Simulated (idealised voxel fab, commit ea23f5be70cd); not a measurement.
You're looking at the process module voxel ribs on slabs.
We display cut, a cross-section 300 nm in width whose square cells are each 5 nm.
A cross-section is written here as square cells arranged in a grid, and it is given in bands from the top down, each band taking up one or more rows of cells.
Quick guide to a band line: top height, bottom height (nm) up front; then every material left to right with its width in nm. Only one material and it's marked "full width"? Then it fills the band edge to edge. And "blank" just means empty space.
We count height from 0. Below that, the starting wafer is all one material. The lowest band never ends at the bottom but goes on down; see "z 0 and below" for how that is written.
The expression "30 to 40" gives the width at the extremes of the band, the first number at its top row of cells and the second at its bottom row, with the width changing by equal amounts from each row to the next in between.
"no alteration" means the step left every cell of the cross-section as it was.
Entry "Voids, sealed". Content: empty spaces with no open connection to the top, size 8 cells or greater. Each: width x height at distance. Distance: from left edge. Unit: nm.
Where a step's line continues beyond its settings, the continuation is a remark by the simulator itself on that step.
overlay nm: mask right of planned place by this much (step with mask). Neg. = left.
### plan
1. RECEIVE | material Si
2. DIRECTIONAL_DEP | material SiO2 | thk nm 20
3. DIRECTIONAL_DEP | material polySi | thk nm 20
4. DIRECTIONAL_DEP | material aC | thk nm 15
5. PATTERN | tone cover | mask id RIB | material resist | width nm 30 | thk nm 30 | overlay nm 0
6. DIRECTIONAL_ETCH | etch materials aC | depth nm 15
7. STRIP | etch materials resist
8. DIRECTIONAL_ETCH | etch materials polySi | depth nm 10
9. STRIP | etch materials aC
10. PATTERN | tone cover | mask id SLAB | material resist | width nm 90 | thk nm 20 | overlay nm 0
11. DIRECTIONAL_ETCH | etch materials polySi | depth nm 10
12. STRIP | etch materials resist
13. FILL_DEP | material SiO2 | thk nm 30
14. CMP | height nm 60
15. DIRECTIONAL_DEP | material TiN | thk nm 5
16. DIRECTIONAL_DEP | material aC | thk nm 15
17. PATTERN | tone cover | mask id HEATER | material resist | width nm 40 | thk nm 30 | overlay nm 0
18. DIRECTIONAL_ETCH | etch materials aC | depth nm 15
19. STRIP | etch materials resist
20. DIRECTIONAL_ETCH | etch materials TiN | depth nm 5
21. STRIP | etch materials aC
22. CONFORMAL_DEP | material SiO2 | thk nm 5
### What follows covers the first of two wafers; it ran as planned
### Step 1 complete: cross-section of the wafer as received
  z 0 and below | Si full width
  Voids, sealed: none
### Cross-section of the wafer subsequent to step 2
  z 20 to 0 | SiO2 full width
  Heights below 0 show no change.
### Cross-section of the wafer subsequent to step 3
  z 40 to 20 | polySi full width
  Heights below 20 show no change.
### Cross-section of the wafer subsequent to step 4
  z 55 to 40 | aC full width
  Heights below 40 show no change.
### Cross-section of the wafer subsequent to step 5
  z 85 to 55 | 135 nm blank | 30 nm resist | 135 nm blank
  Heights below 55 show no change.
### Cross-section of the wafer subsequent to step 6
  z 70 to 55 | 135 nm blank | 30 nm resist | 135 nm blank
  z 55 to 40 | 135 nm blank | 30 nm aC | 135 nm blank
  Heights below 40 show no change.
### Cross-section of the wafer subsequent to step 7
  z 55 to 40 | 135 nm blank | 30 nm aC | 135 nm blank
  Heights below 40 show no change.
### Cross-section of the wafer subsequent to step 8
  z 55 to 40 | 135 nm blank | 30 nm aC | 135 nm blank
  z 40 to 30 | 135 nm blank | 30 nm polySi | 135 nm blank
  Heights below 30 show no change.
### Cross-section of the wafer subsequent to step 9
  z 40 to 30 | 135 nm blank | 30 nm polySi | 135 nm blank
  Heights below 30 show no change.
### Cross-section of the wafer subsequent to step 10
  z 60 to 40 | 105 nm blank | 90 nm resist | 105 nm blank
  z 40 to 30 | 105 nm blank | 30 nm resist | 30 nm polySi | 30 nm resist | 105 nm blank
  Heights below 30 show no change.
### Cross-section of the wafer subsequent to step 11
  z 60 to 40 | 105 nm blank | 90 nm resist | 105 nm blank
  z 40 to 30 | 105 nm blank | 30 nm resist | 30 nm polySi | 30 nm resist | 105 nm blank
  z 30 to 20 | 105 nm blank | 90 nm polySi | 105 nm blank
  Heights below 20 show no change.
### Cross-section of the wafer subsequent to step 12
  z 40 to 30 | 135 nm blank | 30 nm polySi | 135 nm blank
  Heights below 30 show no change.
### Cross-section of the wafer subsequent to step 13
  z 70 to 40 | SiO2 full width
  z 40 to 30 | 135 nm SiO2 | 30 nm polySi | 135 nm SiO2
  z 30 to 20 | 105 nm SiO2 | 90 nm polySi | 105 nm SiO2
  Heights below 20 show no change.
### Cross-section of the wafer subsequent to step 14
  z 60 to 40 | SiO2 full width
  Heights below 40 show no change.
### Cross-section of the wafer subsequent to step 15
  z 65 to 60 | TiN full width
  Heights below 60 show no change.
### Cross-section of the wafer subsequent to step 16
  z 80 to 65 | aC full width
  Heights below 65 show no change.
### Cross-section of the wafer subsequent to step 17
  z 110 to 80 | 130 nm blank | 40 nm resist | 130 nm blank
  Heights below 80 show no change.
### Cross-section of the wafer subsequent to step 18
  z 95 to 80 | 130 nm blank | 40 nm resist | 130 nm blank
  z 80 to 65 | 130 nm blank | 40 nm aC | 130 nm blank
  Heights below 65 show no change.
### Cross-section of the wafer subsequent to step 19
  z 80 to 65 | 130 nm blank | 40 nm aC | 130 nm blank
  Heights below 65 show no change.
### Cross-section of the wafer subsequent to step 20
  z 80 to 65 | 130 nm blank | 40 nm aC | 130 nm blank
  z 65 to 60 | 130 nm blank | 40 nm TiN | 130 nm blank
  Heights below 60 show no change.
### Cross-section of the wafer subsequent to step 21
  z 65 to 60 | 130 nm blank | 40 nm TiN | 130 nm blank
  Heights below 60 show no change.
### Cross-section of the wafer subsequent to step 22
  z 70 to 65 | 125 nm blank | 50 nm SiO2 | 125 nm blank
  z 65 to 60 | 130 nm SiO2 | 40 nm TiN | 130 nm SiO2
  Heights below 60 show no change.
### Wafer two of two - same starting point, same process plan, one mistake in execution; matches wafer one up to and including step 4
### Second wafer at the planned finish of step 5, seen in cross-section
  z 85 to 55 | 135 nm resist | 30 nm blank | 135 nm resist
  Heights below 55 show no change.
### Second wafer at the planned finish of step 6, seen in cross-section
  z 70 to 55 | 135 nm resist | 30 nm blank | 135 nm resist
  z 55 to 40 | 135 nm aC | 30 nm blank | 135 nm aC
  Heights below 40 show no change.
### Second wafer at the planned finish of step 7, seen in cross-section
  z 55 to 40 | 135 nm aC | 30 nm blank | 135 nm aC
  Heights below 40 show no change.
### Second wafer at the planned finish of step 8, seen in cross-section
  z 55 to 40 | 135 nm aC | 30 nm blank | 135 nm aC
  z 40 to 30 | 135 nm polySi | 30 nm blank | 135 nm polySi
  Heights below 30 show no change.
### Second wafer at the planned finish of step 9, seen in cross-section
  z 40 to 30 | 135 nm polySi | 30 nm blank | 135 nm polySi
  Heights below 30 show no change.
### Second wafer at the planned finish of step 10, seen in cross-section
  z 60 to 40 | 105 nm blank | 90 nm resist | 105 nm blank
  z 40 to 30 | 135 nm polySi | 30 nm resist | 135 nm polySi
  Heights below 30 show no change.
### Second wafer at the planned finish of step 11, seen in cross-section
  z 60 to 40 | 105 nm blank | 90 nm resist | 105 nm blank
  z 40 to 30 | 105 nm blank | 30 nm polySi | 30 nm resist | 30 nm polySi | 105 nm blank
  Heights below 30 show no change.
### Second wafer at the planned finish of step 12, seen in cross-section
  z 40 to 30 | 105 nm blank | 30 nm polySi | 30 nm blank | 30 nm polySi | 105 nm blank
  Heights below 30 show no change.
### Second wafer at the planned finish of step 13, seen in cross-section
  z 70 to 40 | SiO2 full width
  z 40 to 30 | 105 nm SiO2 | 30 nm polySi | 30 nm SiO2 | 30 nm polySi | 105 nm SiO2
  Heights below 30 show no change.
### Second wafer at the planned finish of step 14, seen in cross-section
  z 60 to 40 | SiO2 full width
  Heights below 40 show no change.
### Second wafer at the planned finish of step 15, seen in cross-section
  z 65 to 60 | TiN full width
  Heights below 60 show no change.
### Second wafer at the planned finish of step 16, seen in cross-section
  z 80 to 65 | aC full width
  Heights below 65 show no change.
### Second wafer at the planned finish of step 17, seen in cross-section
  z 110 to 80 | 130 nm blank | 40 nm resist | 130 nm blank
  Heights below 80 show no change.
### Second wafer at the planned finish of step 18, seen in cross-section
  z 95 to 80 | 130 nm blank | 40 nm resist | 130 nm blank
  z 80 to 65 | 130 nm blank | 40 nm aC | 130 nm blank
  Heights below 65 show no change.
### Second wafer at the planned finish of step 19, seen in cross-section
  z 80 to 65 | 130 nm blank | 40 nm aC | 130 nm blank
  Heights below 65 show no change.
### Second wafer at the planned finish of step 20, seen in cross-section
  z 80 to 65 | 130 nm blank | 40 nm aC | 130 nm blank
  z 65 to 60 | 130 nm blank | 40 nm TiN | 130 nm blank
  Heights below 60 show no change.
### Second wafer at the planned finish of step 21, seen in cross-section
  z 65 to 60 | 130 nm blank | 40 nm TiN | 130 nm blank
  Heights below 60 show no change.
### Second wafer at the planned finish of step 22, seen in cross-section
  z 70 to 65 | 125 nm blank | 50 nm SiO2 | 125 nm blank
  z 65 to 60 | 130 nm SiO2 | 40 nm TiN | 130 nm SiO2
  Heights below 60 show no change.
Finding, execution versus plan: step 5 did not use the planned setting and instead ran as PATTERN | tone open | mask id RIB | material resist | width nm 30 | thk nm 30 | overlay nm 0
at the end the second wafer has, in cells: SiO2: 96 fewer, polySi: 96 more
